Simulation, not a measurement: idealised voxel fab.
process module | voxel wiring stack
cross-section cut | 280 nm wide | cells 5 nm
A cross-section is a grid of square cells, given in bands from the top down. A band is one or more rows of cells.
Each band's line starts with the height of the band's top and of its bottom, in nm. Then come its materials from left to right, each with its width in nm. One material with "throughout" fills the band from edge to edge. "air" is empty space.
Height 0 is the level under which the wafer as received is all one material. The lowest band goes on downwards, as in "0 down".
A width such as "30 to 40" changes by the same amount from each row of cells to the next, from the band's top row to its bottom row.
"no change" after a step means that no cell of the cross-section changed.
closed voids: empty space of 8 cells or more with no open way to the top, each as width x height at its distance from the left edge, in nm
after a step's settings: what the simulator itself notes on the step
overlay nm, on a step with a mask: how far to the right of its planned place the mask lay; to the left if negative
plan
1 op RECEIVE | material Si
2 op CONFORMAL_DEP | material SiO2 | thk nm 10
3 op DIRECTIONAL_DEP | material TiN | thk nm 5
4 op DIRECTIONAL_DEP | material Ru | thk nm 20
5 op PATTERN | tone cover | mask id METAL_1 | material resist | width nm 20 | pitch nm 40 | thk nm 20 | overlay nm 0
6 op DIRECTIONAL_ETCH | etch materials Ru | depth nm 20
7 op DIRECTIONAL_ETCH | etch materials TiN | depth nm 5
8 op STRIP | etch materials resist
9 op FILL_DEP | material SiO2 | thk nm 10
10 op CMP | height nm 35
11 op CONFORMAL_DEP | material SiCN | thk nm 5
12 op DIRECTIONAL_DEP | material lowk | thk nm 10
13 op MASKED_ETCH | tone open | mask id PLUG_1 | width nm 15 | etch materials lowk | depth nm 10 | overlay nm 0
14 op MASKED_ETCH | tone open | mask id PLUG_1 | width nm 15 | etch materials SiCN | depth nm 5 | overlay nm 0
15 op CONFORMAL_DEP | material TiN | thk nm 5
16 op FILL_DEP | material Ru | thk nm 10
17 op CMP | height nm 50
18 op CONFORMAL_DEP | material SiCN | thk nm 5
19 op DIRECTIONAL_DEP | material SiO2 | thk nm 15
20 op MASKED_ETCH | tone open | mask id METAL_2 | width nm 20 | pitch nm 40 | etch materials SiO2 | depth nm 15 | overlay nm 0
21 op MASKED_ETCH | tone open | mask id METAL_2 | width nm 20 | pitch nm 40 | etch materials SiCN | depth nm 5 | overlay nm 0
22 op CONFORMAL_DEP | material TiN | thk nm 5
23 op FILL_DEP | material Ru | thk nm 10
24 op CMP | height nm 70
25 op EPI | material Ru | thk nm 5
26 op FILL_DEP | material SiCN | thk nm 5
first wafer, as planned
as received, after step 1
  0 down: Si throughout
  closed voids: none
after step 2
  10 to 0: SiO2 throughout
  below 0: unchanged
after step 3
  15 to 10: TiN throughout
  below 10: unchanged
after step 4
  35 to 15: Ru throughout
  below 15: unchanged
after step 5
  55 to 35: air 110 | resist 20 | air 20 | resist 20 | air 110
  below 35: unchanged
after step 6
  55 to 35: air 110 | resist 20 | air 20 | resist 20 | air 110
  35 to 15: air 110 | Ru 20 | air 20 | Ru 20 | air 110
  below 15: unchanged
after step 7
  55 to 35: air 110 | resist 20 | air 20 | resist 20 | air 110
  35 to 15: air 110 | Ru 20 | air 20 | Ru 20 | air 110
  15 to 10: air 110 | TiN 20 | air 20 | TiN 20 | air 110
  below 10: unchanged
after step 8
  35 to 15: air 110 | Ru 20 | air 20 | Ru 20 | air 110
  below 15: unchanged
after step 9
  45 to 35: SiO2 throughout
  35 to 15: SiO2 110 | Ru 20 | SiO2 20 | Ru 20 | SiO2 110
  15 to 10: SiO2 110 | TiN 20 | SiO2 20 | TiN 20 | SiO2 110
  below 10: unchanged
after step 10
  35 to 15: SiO2 110 | Ru 20 | SiO2 20 | Ru 20 | SiO2 110
  below 15: unchanged
after step 11
  40 to 35: SiCN throughout
  below 35: unchanged
after step 12
  50 to 40: lowk throughout
  below 40: unchanged
after step 13
  50 to 40: lowk 110 | air 15 | lowk 155
  below 40: unchanged
after step 14
  50 to 40: lowk 110 | air 15 | lowk 155
  40 to 35: SiCN 110 | air 15 | SiCN 155
  below 35: unchanged
after step 15
  55 to 50: TiN 115 | air 5 | TiN 160
  50 to 40: lowk 110 | TiN 5 | air 5 | TiN 5 | lowk 155
  40 to 35: SiCN 110 | TiN 15 | SiCN 155
  below 35: unchanged
after step 16
  65 to 55: Ru throughout
  55 to 50: TiN 115 | Ru 5 | TiN 160
  50 to 40: lowk 110 | TiN 5 | Ru 5 | TiN 5 | lowk 155
  below 40: unchanged
after step 17
  50 to 40: lowk 110 | TiN 5 | Ru 5 | TiN 5 | lowk 155
  below 40: unchanged
after step 18
  55 to 50: SiCN throughout
  below 50: unchanged
after step 19
  70 to 55: SiO2 throughout
  below 55: unchanged
after step 20
  70 to 55: SiO2 110 | air 20 | SiO2 20 | air 20 | SiO2 110
  below 55: unchanged
after step 21
  70 to 55: SiO2 110 | air 20 | SiO2 20 | air 20 | SiO2 110
  55 to 50: SiCN 110 | air 20 | SiCN 20 | air 20 | SiCN 110
  below 50: unchanged
after step 22
  75 to 70: TiN 115 | air 10 | TiN 30 | air 10 | TiN 115
  70 to 55: SiO2 110 | TiN 5 | air 10 | TiN 5 | SiO2 20 | TiN 5 | air 10 | TiN 5 | SiO2 110
  55 to 50: SiCN 110 | TiN 20 | SiCN 20 | TiN 20 | SiCN 110
  below 50: unchanged
after step 23
  85 to 75: Ru throughout
  75 to 70: TiN 115 | Ru 10 | TiN 30 | Ru 10 | TiN 115
  70 to 55: SiO2 110 | TiN 5 | Ru 10 | TiN 5 | SiO2 20 | TiN 5 | Ru 10 | TiN 5 | SiO2 110
  below 55: unchanged
after step 24
  70 to 55: SiO2 110 | TiN 5 | Ru 10 | TiN 5 | SiO2 20 | TiN 5 | Ru 10 | TiN 5 | SiO2 110
  below 55: unchanged
after step 25
  75 to 70: air 105 | Ru 30 | air 10 | Ru 30 | air 105
  below 70: unchanged
after step 26
  80 to 75: SiCN throughout
  75 to 70: SiCN 105 | Ru 30 | SiCN 10 | Ru 30 | SiCN 105
  below 70: unchanged
second wafer: like start, like plan, one mistake. Through step 10 it matches the first wafer
when step 11 should have ended
  45 to 35: lowk throughout
  below 35: unchanged
when step 12 should have ended
  50 to 45: SiCN throughout
  below 45: unchanged
when step 13 should have ended: no change
when step 14 should have ended
  50 to 45: SiCN 110 | air 15 | SiCN 155
  below 45: unchanged
when step 15 should have ended
  55 to 50: TiN 115 | air 5 | TiN 160
  50 to 45: SiCN 110 | TiN 15 | SiCN 155
  below 45: unchanged
when step 16 should have ended
  65 to 55: Ru throughout
  55 to 50: TiN 115 | Ru 5 | TiN 160
  below 50: unchanged
when step 17 should have ended
  50 to 45: SiCN 110 | TiN 15 | SiCN 155
  below 45: unchanged
when step 18 should have ended
  55 to 50: SiCN throughout
  below 50: unchanged
when step 19 should have ended
  70 to 55: SiO2 throughout
  below 55: unchanged
when step 20 should have ended
  70 to 55: SiO2 110 | air 20 | SiO2 20 | air 20 | SiO2 110
  below 55: unchanged
when step 21 should have ended
  70 to 55: SiO2 110 | air 20 | SiO2 20 | air 20 | SiO2 110
  55 to 50: SiCN 110 | air 20 | SiCN 20 | air 20 | SiCN 110
  below 50: unchanged
when step 22 should have ended
  75 to 70: TiN 115 | air 10 | TiN 30 | air 10 | TiN 115
  70 to 55: SiO2 110 | TiN 5 | air 10 | TiN 5 | SiO2 20 | TiN 5 | air 10 | TiN 5 | SiO2 110
  55 to 50: SiCN 110 | TiN 20 | SiCN 20 | TiN 20 | SiCN 110
  below 50: unchanged
when step 23 should have ended
  85 to 75: Ru throughout
  75 to 70: TiN 115 | Ru 10 | TiN 30 | Ru 10 | TiN 115
  70 to 55: SiO2 110 | TiN 5 | Ru 10 | TiN 5 | SiO2 20 | TiN 5 | Ru 10 | TiN 5 | SiO2 110
  below 55: unchanged
when step 24 should have ended
  70 to 55: SiO2 110 | TiN 5 | Ru 10 | TiN 5 | SiO2 20 | TiN 5 | Ru 10 | TiN 5 | SiO2 110
  below 55: unchanged
when step 25 should have ended
  75 to 70: air 105 | Ru 30 | air 10 | Ru 30 | air 105
  below 70: unchanged
when step 26 should have ended
  80 to 75: SiCN throughout
  75 to 70: SiCN 105 | Ru 30 | SiCN 10 | Ru 30 | SiCN 105
  below 70: unchanged
what went wrong: steps 11 and 12 were swapped
at the end the second wafer has, in cells: 2 fewer of Ru | 4 fewer of TiN | 6 more of lowk
